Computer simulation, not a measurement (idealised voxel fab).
Documented hereafter: the process module known as voxel capacitor over wiring.
210 nm wide, 5 nm square cells: that's cross-section cut.
How to read a cross-section here: the picture is a grid of square cells, written as bands going from the top down, and any band can span one or more rows of cells.
Top height, bottom height, nm. Materials left to right, width each, nm. Single material + "throughout" = fills band edge to edge. "empty" = empty.
Height datum 0, below which the as-received substrate wafer is one material. Lowest band open at the bottom, running downward: "z 0 and below".
It should be noted that a width expressed as "30 to 40" varies in equal increments from row to row of cells within the band, taking the value of the first number at the top row and that of the second number at the bottom row.
Where a step carries "no modifications", the cross-section came out of it unchanged, cell for cell.
Empty spaces without an open route to the top, at least 8 cells in extent, make up the entry "Sealed internal cavities"; each is given as width x height at distance, where the distance is measured from the left edge, and all are in nm.
What comes after the settings on a step's line is commentary from the simulator itself on that step.
overlay nm: on a step with a mask, how far right of its planned place the mask lay; negative means left.

[plan]
step 1: RECEIVE | material Si
step 2: CONFORMAL_DEP | material SiO2 | thk nm 15
step 3: DIRECTIONAL_DEP | material TiN | thk nm 5
step 4: DIRECTIONAL_DEP | material W | thk nm 25
step 5: MASKED_ETCH | tone cover | mask id METAL_1 | width nm 20 | pitch nm 80 | etch materials W | depth nm 25 | overlay nm 0
step 6: MASKED_ETCH | tone cover | mask id METAL_1 | width nm 20 | pitch nm 80 | etch materials TiN | depth nm 5 | overlay nm 0
step 7: CONFORMAL_DEP | material SiN | thk nm 5
step 8: FILL_DEP | material lowk | thk nm 5
step 9: CMP | height nm 45
step 10: CONFORMAL_DEP | material SiCN | thk nm 5
step 11: DIRECTIONAL_DEP | material SiO2 | thk nm 10
step 12: MASKED_ETCH | tone open | mask id PLUG_1 | width nm 15 | etch materials SiO2 | depth nm 10 | overlay nm 0
step 13: MASKED_ETCH | tone open | mask id PLUG_1 | width nm 15 | etch materials SiCN | depth nm 5 | overlay nm 0
step 14: CONFORMAL_DEP | material TiN | thk nm 5
step 15: FILL_DEP | material Cu | thk nm 5
step 16: CMP | height nm 60
step 17: DIRECTIONAL_DEP | material TiN | thk nm 5
step 18: DIRECTIONAL_DEP | material Al2O3 | thk nm 5
step 19: DIRECTIONAL_DEP | material TiN | thk nm 10
step 20: DIRECTIONAL_DEP | material aC | thk nm 10
step 21: PATTERN | tone cover | mask id UPPER_PLATE | material resist | width nm 65 | thk nm 25 | overlay nm 0
step 22: DIRECTIONAL_ETCH | etch materials aC | depth nm 10
step 23: STRIP | etch materials resist
step 24: DIRECTIONAL_ETCH | etch materials TiN | depth nm 10
step 25: DIRECTIONAL_ETCH | etch materials Al2O3 | depth nm 5
step 26: STRIP | etch materials aC
step 27: DIRECTIONAL_DEP | material aC | thk nm 10
step 28: PATTERN | tone cover | mask id LOWER_PLATE | material resist | width nm 75 | thk nm 30 | overlay nm 0
step 29: DIRECTIONAL_ETCH | etch materials aC | depth nm 10
step 30: STRIP | etch materials resist
step 31: DIRECTIONAL_ETCH | etch materials TiN | depth nm 5
step 32: STRIP | etch materials aC
step 33: FILL_DEP | material SiO2 | thk nm 20
step 34: CMP | height nm 95
step 35: MASKED_ETCH | tone open | mask id PLUG_2 | width nm 15 | etch materials SiO2 | depth nm 15 | overlay nm 0
step 36: CONFORMAL_DEP | material TiN | thk nm 5
step 37: FILL_DEP | material Ru | thk nm 5
step 38: CMP | height nm 95
step 39: CONFORMAL_DEP | material SiCN | thk nm 5

[Incoming wafer in cross-section (state: after step 1)]
* z 0 and below: Si throughout
* Sealed internal cavities: none

[Final wafer profile in cross-section after the module, from the same start and plan as above, with one mistake made during processing]
* z 100 to 95: SiCN throughout
* z 95 to 85: SiO2: 70  TiN: 5  Ru: 5  TiN: 5  SiO2: 125
* z 85 to 80: SiO2: 70  TiN: 15  SiO2: 125
* z 80 to 70: SiO2: 60  TiN: 65  SiO2: 85
* z 70 to 65: SiO2: 60  Al2O3: 65  SiO2: 85
* z 65 to 60: SiO2: 55  TiN: 75  SiO2: 80
* z 60 to 50: SiO2: 60  TiN: 5  Cu: 5  TiN: 5  SiO2: 135
* z 50 to 45: SiCN: 60  TiN: 15  SiCN: 135
* z 45 to 25: lowk: 45  SiN: 5  W: 20  SiN: 5  lowk: 50  SiN: 5  W: 20  SiN: 5  lowk: 55
* z 25 to 20: lowk: 45  SiN: 5  W: 20  SiN: 10  lowk: 45  SiN: 5  W: 20  SiN: 10  lowk: 50
* z 20 to 15: SiN: 50  TiN: 25  SiN: 55  TiN: 25  SiN: 55
* z 15 to 0: SiO2 throughout
* z 0 and below: Si throughout
* Sealed internal cavities: none
Where did the run depart from the plan? in deviation from the planned setting, step 5 was conducted as MASKED_ETCH | tone cover | mask id METAL_1 | width nm 20 | pitch nm 80 | etch materials W | depth nm 25 | overlay nm -5
